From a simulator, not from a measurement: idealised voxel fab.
Title: Process Module voxel gate over fins
Pictured: cross-section cut, 215 nm wide, on a grid of 5 nm square cells.
How to read a cross-section here: the picture is a grid of square cells, written as bands going from the top down, and any band can span one or more rows of cells.
The band entry comprises the height of the band's top followed by the height of its bottom, expressed in nm, and subsequently the band's materials from left to right, each stated together with its width in nm. Where a single material is marked with the word "all across", that material fills the band from edge to edge. The word "air" represents empty space.
Counting heights begins at 0, where everything beneath is, in the wafer as received, one material. The lowest band has no bottom; it goes on downwards, as "top 0, no bottom" shows.
Width "30->40": first value at the band's top row of cells, second value at its bottom row, equal change from row to row.
A step reported as "changes: none" is a step in which no cell of the cross-section changed.
This entry, "Tabulated closed voids", enumerates those empty regions of no fewer than 8 cells that possess no open connection to the top. Each region is reported in the form width x height at distance, the distance being taken from the left edge, with all three quantities expressed in nm.
Note: text after step settings on the step line = simulator remark on that step.
overlay nm: mask offset rightward from planned place, masked step; negative means leftward offset.

These are the steps we planned for the process
1 RECEIVE | material Si
2 CONFORMAL_DEP | material SiN | thk nm 5
3 MASKED_ETCH | tone cover | mask id FINS | width nm 15 | pitch nm 40 | etch materials SiN | depth nm 5 | overlay nm 0
4 MASKED_ETCH | tone cover | mask id FINS | width nm 15 | pitch nm 40 | etch materials Si | depth nm 35 | overlay nm 0
5 FILL_DEP | material SiO2 | thk nm 15
6 CMP | height nm 5
7 SELECTIVE_ETCH | etch materials SiO2 | depth nm 20
8 STRIP | etch materials SiN
9 CONFORMAL_DEP | material HfO2 | thk nm 5
10 CONFORMAL_DEP | material TiN | thk nm 5
11 FILL_DEP | material W | thk nm 15
12 CMP | height nm 20
13 CONFORMAL_DEP | material SiN | thk nm 5

Wafer as received: cross-section following step 1
* top 0, no bottom = Si all across
* Tabulated closed voids: none

Starting wafer: above. Plan: above. Run: one mistake. Cross-section after the module: below
* top 25, bottom 20 = SiN all across
* top 20, bottom 10 = W all across
* top 10, bottom 5 = W: 70, then TiN: 35, then W: 5, then TiN: 35, then W: 70
* top 5, bottom 0 = W: 70, then TiN: 5, then HfO2: 25, then TiN: 5, then W: 5, then TiN: 5, then HfO2: 25, then TiN: 5, then W: 70
* top 0, bottom -5 = W: 70, then TiN: 5, then HfO2: 5, then Si: 15, then HfO2: 5, then TiN: 5, then W: 5, then TiN: 5, then HfO2: 5, then Si: 15, then HfO2: 5, then TiN: 5, then W: 70
* top -5, bottom -10 = TiN: 75, then HfO2: 5, then Si: 15, then HfO2: 5, then TiN: 15, then HfO2: 5, then Si: 15, then HfO2: 5, then TiN: 75
* top -10, bottom -15 = HfO2: 80, then Si: 15, then HfO2: 25, then Si: 15, then HfO2: 80
* top -15, bottom -70 = SiO2: 80, then Si: 15, then SiO2: 25, then Si: 15, then SiO2: 80
* top -70, no bottom = Si all across
* Tabulated closed voids: none
In executing the process, a mistake was made relative to the plan: heads up, step 4 of the plan got done twice
